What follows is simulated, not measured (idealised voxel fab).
process module | voxel transistor to metal
cross-section cut | 160 nm wide | cells 5 nm
A cross-section is a grid of square cells, given in bands from the top down. A band is one or more rows of cells.
Each band's line starts with the height of the band's top and of its bottom, in nm. Then come its materials from left to right, each with its width in nm. One material with "throughout" fills the band from edge to edge. "air" is empty space.
Height 0 is the level under which the wafer as received is all one material. The lowest band goes on downwards, as in "0 down".
A width such as "30 to 40" changes by the same amount from each row of cells to the next, from the band's top row to its bottom row.
"no change" after a step means that no cell of the cross-section changed.
closed voids: empty space of 8 cells or more with no open way to the top, each as width x height at its distance from the left edge, in nm
after a step's settings: what the simulator itself notes on the step
overlay nm, on a step with a mask: how far to the right of its planned place the mask lay; to the left if negative
plan
1 op RECEIVE | material Si
2 op OXIDIZE | depth nm 5
3 op CONFORMAL_DEP | material SiN | thk nm 15
4 op DIRECTIONAL_DEP | material aC | thk nm 10
5 op PATTERN | tone cover | mask id ACTIVE | material resist | width nm 125 | thk nm 30 | overlay nm 0
6 op DIRECTIONAL_ETCH | etch materials aC | depth nm 10
7 op STRIP | etch materials resist
8 op DIRECTIONAL_ETCH | etch materials SiN | depth nm 15
9 op DIRECTIONAL_ETCH | etch materials SiO2 | depth nm 5
10 op DIRECTIONAL_ETCH | etch materials Si | depth nm 30
11 op STRIP | etch materials aC
12 op OXIDIZE | depth nm 5
13 op FILL_DEP | material SiO2 | thk nm 15
14 op CMP | height nm 15
15 op SELECTIVE_ETCH | etch materials SiO2 | depth nm 10
16 op STRIP | etch materials SiN
17 op SELECTIVE_ETCH | etch materials SiO2 | depth nm 5
18 op OXIDIZE | depth nm 5
19 op DIRECTIONAL_DEP | material polySi | thk nm 20
20 op DIRECTIONAL_DEP | material SiCN | thk nm 10
21 op DIRECTIONAL_DEP | material aC | thk nm 10
22 op PATTERN | tone cover | mask id GATE | material resist | width nm 25 | thk nm 30 | overlay nm 0
23 op DIRECTIONAL_ETCH | etch materials aC | depth nm 10
24 op STRIP | etch materials resist
25 op DIRECTIONAL_ETCH | etch materials SiCN | depth nm 20
26 op DIRECTIONAL_ETCH | etch materials polySi | depth nm 30
27 op STRIP | etch materials aC
28 op CONFORMAL_DEP | material SiO2 | thk nm 5
29 op DIRECTIONAL_ETCH | etch materials SiO2 | depth nm 5
30 op CONFORMAL_DEP | material SiN | thk nm 5
31 op DIRECTIONAL_ETCH | etch materials SiN | depth nm 5
32 op DIRECTIONAL_ETCH | etch materials SiO2 | depth nm 5
33 op DIRECTIONAL_ETCH | etch materials Si | depth nm 5
34 op EPI | material nSi | thk nm 5
35 op FILL_DEP | material SiO2 | thk nm 10
36 op CMP | height nm 25
37 op DIRECTIONAL_DEP | material SiO2 | thk nm 15
38 op MASKED_ETCH | tone open | mask id CONTACT | width nm 20 | pitch nm 85 | etch materials SiO2 | depth nm 50 | overlay nm 0
39 op CONFORMAL_DEP | material TiN | thk nm 5
40 op FILL_DEP | material Ru | thk nm 5
41 op CMP | height nm 40
42 op DIRECTIONAL_DEP | material TiN | thk nm 5
43 op DIRECTIONAL_DEP | material Ru | thk nm 20
44 op PATTERN | tone cover | mask id METAL_1 | material resist | width nm 20 | pitch nm 85 | thk nm 20 | overlay nm 0
45 op DIRECTIONAL_ETCH | etch materials Ru | depth nm 20
46 op DIRECTIONAL_ETCH | etch materials TiN | depth nm 5
47 op STRIP | etch materials resist
48 op CONFORMAL_DEP | material SiN | thk nm 5
49 op FILL_DEP | material SiO2 | thk nm 10
50 op CMP | height nm 65
51 op CONFORMAL_DEP | material SiCN | thk nm 5
as received, after step 1
  0 down: Si throughout
  closed voids: none
first wafer at the end, as planned
  70 to 65: SiCN throughout
  65 to 45: SiO2 20 | SiN 5 | Ru 20 | SiN 5 | SiO2 55 | SiN 5 | Ru 20 | SiN 5 | SiO2 25
  45 to 40: SiN 25 | TiN 20 | SiN 65 | TiN 20 | SiN 30
  40 to 25: SiO2 25 | TiN 5 | Ru 10 | TiN 5 | SiO2 65 | TiN 5 | Ru 10 | TiN 5 | SiO2 30
  25 to 15: SiO2 25 | TiN 5 | Ru 10 | TiN 5 | SiO2 10 | SiN 5 | SiO2 5 | SiCN 25 | SiO2 5 | SiN 5 | SiO2 10 | TiN 5 | Ru 10 | TiN 5 | SiO2 30
  15 to 0: SiO2 25 | TiN 5 | Ru 10 | TiN 5 | SiO2 10 | SiN 5 | SiO2 5 | polySi 25 | SiO2 5 | SiN 5 | SiO2 10 | TiN 5 | Ru 10 | TiN 5 | SiO2 30
  0 to -5: SiO2 15 | SiN 5 | SiO2 5 | TiN 5 | Ru 10 | TiN 5 | SiO2 10 | SiN 5 | SiO2 5 | polySi 25 | SiO2 5 | SiN 5 | SiO2 10 | TiN 5 | Ru 10 | TiN 5 | SiO2 5 | SiN 5 | SiO2 20
  -5 to -10: SiO2 25 | TiN 20 | SiO2 5 | nSi 5 | SiO2 45 | nSi 5 | SiO2 5 | TiN 20 | SiO2 30
  -10 to -15: SiO2 20 | nSi 35 | Si 45 | nSi 35 | SiO2 25
  -15 to -40: SiO2 20 | Si 115 | SiO2 25
  -40 down: Si throughout
  closed voids: none
second wafer at the end: like start, like plan, one mistake
  70 to 65: SiCN throughout
  65 to 45: SiO2 20 | SiN 5 | Ru 20 | SiN 5 | SiO2 55 | SiN 5 | Ru 20 | SiN 5 | SiO2 25
  45 to 40: SiN 25 | TiN 20 | SiN 65 | TiN 20 | SiN 30
  40 to 20: SiO2 25 | TiN 5 | Ru 10 | TiN 5 | SiO2 65 | TiN 5 | Ru 10 | TiN 5 | SiO2 30
  20 to 15: polySi 10 | SiO2 15 | TiN 20 | SiO2 65 | TiN 20 | SiO2 15 | polySi 15
  15 to 0: polySi throughout
  0 to -5: SiO2 10 | polySi 135 | SiO2 15
  -5 to -10: SiO2 throughout
  -10 to -40: SiO2 20 | Si 115 | SiO2 25
  -40 down: Si throughout
  closed voids: none
what went wrong: step 20 ran as: op DIRECTIONAL_DEP | material SiO2 | thk nm 10
at the end the second wafer has, in cells: 20 fewer of Ru | 14 more of Si | 10 fewer of SiCN | 14 fewer of SiN | 42 fewer of SiO2 | 20 fewer of TiN | 16 fewer of nSi | 108 more of polySi
